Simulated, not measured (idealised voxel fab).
process module | voxel air gaps
Shown is cross-section cut, with a width of 300 nm and square cells of size 5 nm.
Cross-section spec: square-cell grid; bands listed top down; each band is one or more rows.
Look at the band entry: it leads with the top's height and the bottom's height in nm. Then it lists the materials left to right, with a width in nm for each. The word "all across" on a single material says that material fills the band edge to edge. The word "blank" is empty space.
A quick word on heights: they are counted from 0, and under that level the wafer as it came to us is one material throughout. The lowest band is different from the rest in having no bottom; it simply continues downward, written as in "top 0, no bottom".
When a width is written as two numbers, as in "30 to 40", the first number is the width in the top row of cells of the band and the second is the width in its bottom row, and the width changes by the same amount from each row to the next.
No cell of the cross-section changed in a step that is given as "no alterations made".
Voids not open to the top, 8 cells minimum: see "Unvented voids". Written width x height at distance; distance is from the left edge; nm.
That trailing text on a step's line, after the settings, is the simulator's own remark on the step.
A step line may carry the setting "overlay nm", which, for steps involving a mask, states the distance by which the mask lay to the right of its intended position; negative values denote displacement to the left.

## Planned process steps
1: RECEIVE, material Si
2: CONFORMAL_DEP, material SiO2, thk nm 10
3: CONFORMAL_DEP, material SiN, thk nm 5
4: DIRECTIONAL_DEP, material SiO2, thk nm 40
5: MASKED_ETCH, tone open, mask id LINES, width nm 20, pitch nm 45, etch materials SiO2, depth nm 40, overlay nm 0
6: CONFORMAL_DEP, material TiN, thk nm 5
7: FILL_DEP, material W, thk nm 10
8: CMP, height nm 55
9: EPI, material Ru, thk nm 10
10: SELECTIVE_ETCH, etch materials SiO2, depth nm 50
11: CONFORMAL_DEP, material SiN, thk nm 5

## This is the cross-section of the wafer as we received it, i.e. after step 1
> top 0, no bottom  Si all across
> Unvented voids: none

## Post-module cross-section of the first of two wafers (run per plan)
> top 70, bottom 65  blank 55 nm, then SiN 185 nm, then blank 60 nm
> top 65, bottom 55  blank 55 nm, then SiN 5 nm, then Ru 40 nm, then SiN 5 nm, then Ru 40 nm, then SiN 5 nm, then Ru 40 nm, then SiN 5 nm, then Ru 40 nm, then SiN 5 nm, then blank 60 nm
> top 55, bottom 50  blank 55 nm, then SiN 15 nm, then TiN 5 nm, then W 10 nm, then TiN 5 nm, then SiN 25 nm, then TiN 5 nm, then W 10 nm, then TiN 5 nm, then SiN 25 nm, then TiN 5 nm, then W 10 nm, then TiN 5 nm, then SiN 25 nm, then TiN 5 nm, then W 10 nm, then TiN 5 nm, then SiN 15 nm, then blank 60 nm
> top 50, bottom 20  blank 65 nm, then SiN 5 nm, then TiN 5 nm, then W 10 nm, then TiN 5 nm, then SiN 5 nm, then blank 15 nm, then SiN 5 nm, then TiN 5 nm, then W 10 nm, then TiN 5 nm, then SiN 5 nm, then blank 15 nm, then SiN 5 nm, then TiN 5 nm, then W 10 nm, then TiN 5 nm, then SiN 5 nm, then blank 15 nm, then SiN 5 nm, then TiN 5 nm, then W 10 nm, then TiN 5 nm, then SiN 5 nm, then blank 70 nm
> top 20, bottom 15  SiN 70 nm, then TiN 20 nm, then SiN 25 nm, then TiN 20 nm, then SiN 25 nm, then TiN 20 nm, then SiN 25 nm, then TiN 20 nm, then SiN 75 nm
> top 15, bottom 10  SiN all across
> top 10, bottom 0  SiO2 all across
> top 0, no bottom  Si all across
> Unvented voids: 15 x 30 at 95; 15 x 30 at 140; 15 x 30 at 185

## Same start, same plan as the first wafer - but one mistake in the run. Cross-section of the second of the two at the end of the module
> top 70, bottom 65  blank 65 nm, then SiN 185 nm, then blank 50 nm
> top 65, bottom 55  blank 65 nm, then SiN 5 nm, then Ru 40 nm, then SiN 5 nm, then Ru 40 nm, then SiN 5 nm, then Ru 40 nm, then SiN 5 nm, then Ru 40 nm, then SiN 5 nm, then blank 50 nm
> top 55, bottom 50  blank 65 nm, then SiN 15 nm, then TiN 5 nm, then W 10 nm, then TiN 5 nm, then SiN 25 nm, then TiN 5 nm, then W 10 nm, then TiN 5 nm, then SiN 25 nm, then TiN 5 nm, then W 10 nm, then TiN 5 nm, then SiN 25 nm, then TiN 5 nm, then W 10 nm, then TiN 5 nm, then SiN 15 nm, then blank 50 nm
> top 50, bottom 20  blank 75 nm, then SiN 5 nm, then TiN 5 nm, then W 10 nm, then TiN 5 nm, then SiN 5 nm, then blank 15 nm, then SiN 5 nm, then TiN 5 nm, then W 10 nm, then TiN 5 nm, then SiN 5 nm, then blank 15 nm, then SiN 5 nm, then TiN 5 nm, then W 10 nm, then TiN 5 nm, then SiN 5 nm, then blank 15 nm, then SiN 5 nm, then TiN 5 nm, then W 10 nm, then TiN 5 nm, then SiN 5 nm, then blank 60 nm
> top 20, bottom 15  SiN 80 nm, then TiN 20 nm, then SiN 25 nm, then TiN 20 nm, then SiN 25 nm, then TiN 20 nm, then SiN 25 nm, then TiN 20 nm, then SiN 65 nm
> top 15, bottom 10  SiN all across
> top 10, bottom 0  SiO2 all across
> top 0, no bottom  Si all across
> Unvented voids: 15 x 30 at 105; 15 x 30 at 150; 15 x 30 at 195
Finding, execution versus plan: step 5 off recipe, ran as MASKED_ETCH, tone open, mask id LINES, width nm 20, pitch nm 45, etch materials SiO2, depth nm 40, overlay nm 10
Final state: per-material cell counts identical on both wafers; locations differ.
